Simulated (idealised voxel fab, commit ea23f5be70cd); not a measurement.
Process module heading - voxel capacitor over wiring
FYI the section here is cut, 300 nm wide, cells are 5 nm squares.
Each cross-section below is a grid of square cells, stated as bands in top-down order, with one or more rows of cells making up each band. This entry defines a band. It first specifies the height of the band's top and the height of its bottom in nm, and then specifies the band's materials from left to right, stating each material with its width in nm. The word "full width" identifies a single material that fills the band from edge to edge, while the word "air" identifies empty space. Where do heights start? At 0: under that level the wafer as delivered is made of one material only. And the lowest band has no floor; it just carries on downward, as in "z 0 and below". Per-row width for "30->40": begins at first number (top row of band), ends at second number (bottom row), increment between rows held constant. Step marked "no modifications"? Then no cell in the cross-section changed in it. Entry "Fully enclosed voids" = empty spaces >= 8 cells with no open way to the top; each as width x height at distance, distance from left edge, all nm. On each step's line, the part that comes after the settings is the simulator's own comment on the step. Regarding "overlay nm": on a step with a mask, it is the distance the mask lay to the right of its planned place; a negative value places it to the left. Pairs ahead. Before: cross-section ahead of one process step. After: cross-section once the step is done, shown to the lowest changed band only. Under each pair: that step, with settings. Caution: pairs may come from different runs of this module on the same starting wafer; a pair follows the pair above only where its "Pre-process cross-section" entry says so.

### Pre-process cross-section
  z 100 to 85 | 100 nm aC / 70 nm air / 130 nm aC
  z 85 to 75 | 100 nm TiN / 70 nm air / 130 nm TiN
  z 75 to 70 | 100 nm Al2O3 / 70 nm air / 130 nm Al2O3
  z 70 to 65 | TiN full width
  z 65 to 45 | 100 nm lowk / 5 nm TiN / 5 nm W / 5 nm TiN / 185 nm lowk
  z 45 to 40 | 100 nm SiCN / 15 nm TiN / 185 nm SiCN
  z 40 to 20 | 90 nm lowk / 25 nm Ru / 65 nm lowk / 25 nm Ru / 95 nm lowk
  z 20 to 15 | 90 nm lowk / 25 nm TiN / 65 nm lowk / 25 nm TiN / 95 nm lowk
  z 15 to 0 | SiO2 full width
  z 0 and below | Si full width
  Fully enclosed voids: none

### Result of Step
  z 85 to 75 | 100 nm TiN / 70 nm air / 130 nm TiN
  All layers under 75 are left as they were.
  Fully enclosed voids: none
For reference, the processing step occurring between the two cross-sections presented above is as follows: STRIP, etch materials aC

Pre-process cross-section: the after view from the pair directly above serves as the before view here.

### Result of Step
  z 85 to 80 | 95 nm air / 5 nm TiN / 70 nm air / 5 nm TiN / 125 nm air
  All layers under 80 are left as they were.
  Fully enclosed voids: none
For reference, the processing step occurring between the two cross-sections presented above is as follows: MASKED_ETCH, tone cover, mask id LOWER_PLATE, width nm 80, etch materials TiN, depth nm 5, overlay nm 0

Pre-process cross-section: the after view from the pair directly above serves as the before view here.

### Result of Step
  z 105 to 85 | SiO2 full width
  z 85 to 80 | 95 nm SiO2 / 5 nm TiN / 70 nm SiO2 / 5 nm TiN / 125 nm SiO2
  z 80 to 75 | 100 nm TiN / 70 nm SiO2 / 130 nm TiN
  z 75 to 70 | 100 nm Al2O3 / 70 nm SiO2 / 130 nm Al2O3
  All layers under 70 are left as they were.
  Fully enclosed voids: none
For reference, the processing step occurring between the two cross-sections presented above is as follows: FILL_DEP, material SiO2, thk nm 20

Pre-process cross-section: the after view from the pair directly above serves as the before view here.

### Result of Step
  z 100 to 85 | SiO2 full width
  All layers under 85 are left as they were.
  Fully enclosed voids: none
For reference, the processing step occurring between the two cross-sections presented above is as follows: CMP, height nm 100

Pre-process cross-section: the after view from the pair directly above serves as the before view here.

### Result of Step
  z 120 to 100 | 110 nm resist / 15 nm air / 175 nm resist
  All layers under 100 are left as they were.
  Fully enclosed voids: none
For reference, the processing step occurring between the two cross-sections presented above is as follows: PATTERN, tone open, mask id PLUG_2, material resist, width nm 15, thk nm 20, overlay nm 0

Pre-process cross-section: the after view from the pair directly above serves as the before view here.

### Result of Step
  z 120 to 100 | 110 nm resist / 15 nm air / 175 nm resist
  z 100 to 85 | 110 nm SiO2 / 15 nm air / 175 nm SiO2
  All layers under 85 are left as they were.
  Fully enclosed voids: none
For reference, the processing step occurring between the two cross-sections presented above is as follows: DIRECTIONAL_ETCH, etch materials SiO2, depth nm 15

Pre-process cross-section: the after view from the pair directly above serves as the before view here.

### Result of Step
  z 100 to 85 | 110 nm SiO2 / 15 nm air / 175 nm SiO2
  All layers under 85 are left as they were.
  Fully enclosed voids: none
For reference, the processing step occurring between the two cross-sections presented above is as follows: STRIP, etch materials resist

Pre-process cross-section: the after view from the pair directly above serves as the before view here.

### Result of Step
  z 105 to 100 | 115 nm TiN / 5 nm air / 180 nm TiN
  z 100 to 90 | 110 nm SiO2 / 5 nm TiN / 5 nm air / 5 nm TiN / 175 nm SiO2
  z 90 to 85 | 110 nm SiO2 / 15 nm TiN / 175 nm SiO2
  All layers under 85 are left as they were.
  Fully enclosed voids: none
For reference, the processing step occurring between the two cross-sections presented above is as follows: CONFORMAL_DEP, material TiN, thk nm 5

Pre-process cross-section: the after view from the pair directly above serves as the before view here.

### Result of Step
  z 110 to 105 | Ru full width
  z 105 to 100 | 115 nm TiN / 5 nm Ru / 180 nm TiN
  z 100 to 90 | 110 nm SiO2 / 5 nm TiN / 5 nm Ru / 5 nm TiN / 175 nm SiO2
  All layers under 90 are left as they were.
  Fully enclosed voids: none
For reference, the processing step occurring between the two cross-sections presented above is as follows: FILL_DEP, material Ru, thk nm 5

Pre-process cross-section: the after view from the pair directly above serves as the before view here.

### Result of Step
  z 100 to 90 | 110 nm SiO2 / 5 nm TiN / 5 nm Ru / 5 nm TiN / 175 nm SiO2
  All layers under 90 are left as they were.
  Fully enclosed voids: none
For reference, the processing step occurring between the two cross-sections presented above is as follows: CMP, height nm 100

Pre-process cross-section: the after view from the pair directly above serves as the before view here.

### Result of Step
  z 105 to 100 | SiN full width
  All layers under 100 are left as they were.
  Fully enclosed voids: none
For reference, the processing step occurring between the two cross-sections presented above is as follows: CONFORMAL_DEP, material SiN, thk nm 5
